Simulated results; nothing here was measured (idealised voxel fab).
process module | voxel air gaps
cross-section cut | 265 nm wide | cells 5 nm
A cross-section is a grid of square cells, given in bands from the top down. A band is one or more rows of cells.
Each band's line starts with the height of the band's top and of its bottom, in nm. Then come its materials from left to right, each with its width in nm. One material with "throughout" fills the band from edge to edge. "air" is empty space.
Height 0 is the level under which the wafer as received is all one material. The lowest band goes on downwards, as in "0 down".
A width such as "30 to 40" changes by the same amount from each row of cells to the next, from the band's top row to its bottom row.
"no change" after a step means that no cell of the cross-section changed.
closed voids: empty space of 8 cells or more with no open way to the top, each as width x height at its distance from the left edge, in nm
after a step's settings: what the simulator itself notes on the step
overlay nm, on a step with a mask: how far to the right of its planned place the mask lay; to the left if negative
plan
1 op RECEIVE | material Si
2 op CONFORMAL_DEP | material SiO2 | thk nm 15
3 op CONFORMAL_DEP | material SiN | thk nm 5
4 op DIRECTIONAL_DEP | material SiO2 | thk nm 40
5 op DIRECTIONAL_DEP | material aC | thk nm 15
6 op PATTERN | tone open | mask id LINES | material resist | width nm 25 | pitch nm 55 | thk nm 35 | overlay nm -15
7 op DIRECTIONAL_ETCH | etch materials aC | depth nm 15
8 op STRIP | etch materials resist
9 op DIRECTIONAL_ETCH | etch materials SiO2 | depth nm 40
10 op STRIP | etch materials aC
11 op CONFORMAL_DEP | material TiN | thk nm 5
12 op FILL_DEP | material W | thk nm 10
13 op CMP | height nm 60
14 op EPI | material Ru | thk nm 10
15 op SELECTIVE_ETCH | etch materials SiO2 | depth nm 50
16 op CONFORMAL_DEP | material SiCN | thk nm 5
varied across the wafers: overlay nm of step 6. The plan shows the first wafer's value. All wafers start alike
first wafer as received, after step 1
  0 down: Si throughout
  closed voids: none
each wafer at the end: cells of each material gained (+) or lost (-) since it was received, then its closed voids
overlay nm -15 | +72 Ru | +165 SiCN | +53 SiN | +159 SiO2 | +76 TiN | +84 W | closed voids: 20 x 30 at 50; 20 x 30 at 105; 20 x 30 at 160
overlay nm -10 | +72 Ru | +165 SiCN | +53 SiN | +159 SiO2 | +76 TiN | +84 W | closed voids: 20 x 30 at 55; 20 x 30 at 110; 20 x 30 at 165
overlay nm -5 | +72 Ru | +165 SiCN | +53 SiN | +159 SiO2 | +76 TiN | +84 W | closed voids: 20 x 30 at 60; 20 x 30 at 115; 20 x 30 at 170
overlay nm 0 | +72 Ru | +165 SiCN | +53 SiN | +159 SiO2 | +76 TiN | +84 W | closed voids: 20 x 30 at 65; 20 x 30 at 120; 20 x 30 at 175
overlay nm 5 | +72 Ru | +165 SiCN | +53 SiN | +159 SiO2 | +76 TiN | +84 W | closed voids: 20 x 30 at 70; 20 x 30 at 125; 20 x 30 at 180
overlay nm 10 | +72 Ru | +165 SiCN | +53 SiN | +159 SiO2 | +76 TiN | +84 W | closed voids: 20 x 30 at 75; 20 x 30 at 130; 20 x 30 at 185
overlay nm 15 | +72 Ru | +165 SiCN | +53 SiN | +159 SiO2 | +76 TiN | +84 W | closed voids: 20 x 30 at 80; 20 x 30 at 135; 20 x 30 at 190
